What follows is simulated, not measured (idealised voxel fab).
Process module heading - voxel fin reveal
The figure presents cross-section cut, which has a width of 295 nm and is divided into square cells with an edge length of 5 nm.
Cross-sections here: square-cell grids, written as top-down lists of bands, a band being one or more rows of cells.
First you get the band's top height and its bottom height, in nm, and then the materials it's made of, left to right, with each width in nm. If you see a single material with "edge to edge", that one covers the band edge to edge. "blank" is empty space.
Convention: height 0 is the level below which the wafer, as received, is all one material. The lowest band does not terminate at the bottom but continues downward, represented as "0..down".
Read "30..40" as a graded width: first number on top, second number at the bottom, same change between each pair of neighbouring rows.
Key: "no alteration" - step with no changed cell in the cross-section.
Each empty space that has no open way to the top and spans at least 8 cells appears under "Enclosed cavities" as width x height at distance, the distance counted from the left edge, all in nm.
after a step's settings: what the simulator itself notes on the step
overlay nm: right-of-plan distance of the mask on a masked step; negative values mean left-of-plan.

The steps planned for the process are as follows:
1,RECEIVE,material Si
2,CONFORMAL_DEP,material SiN,thk nm 10
3,PATTERN,tone cover,mask id FINS,material resist,width nm 15,pitch nm 40,thk nm 20,overlay nm 0
4,DIRECTIONAL_ETCH,etch materials SiN,depth nm 10
5,DIRECTIONAL_ETCH,etch materials Si,depth nm 30
6,STRIP,etch materials resist
7,FILL_DEP,material SiO2,thk nm 5
8,CMP,height nm 10
9,SELECTIVE_ETCH,etch materials SiO2,depth nm 25
10,STRIP,etch materials SiN
11,CONFORMAL_DEP,material SiO2,thk nm 5

Here's what the wafer looked like in cross-section when it arrived - that's after step 1:
* 0..down  Si edge to edge
* Enclosed cavities: none

Starting structure and process plan are as shown above, but one mistake was made in running the module; the wafer cross-section at the end of the module follows:
* 15..10  blank (95); SiO2 (25); blank (15); SiO2 (25); blank (15); SiO2 (25); blank (95)
* 10..0  blank (95); SiO2 (5); SiN (15); SiO2 (5); blank (15); SiO2 (5); SiN (15); SiO2 (5); blank (15); SiO2 (5); SiN (15); SiO2 (5); blank (95)
* 0..-25  blank (95); SiO2 (5); Si (15); SiO2 (5); blank (15); SiO2 (5); Si (15); SiO2 (5); blank (15); SiO2 (5); Si (15); SiO2 (5); blank (95)
* -25..-30  SiO2 (100); Si (15); SiO2 (25); Si (15); SiO2 (25); Si (15); SiO2 (100)
* -30..down  Si edge to edge
* Enclosed cavities: none
Finding, execution versus plan: it should be noted that step 10 was executed with settings other than those planned, the operation and settings actually applied being STRIP,etch materials SiO2
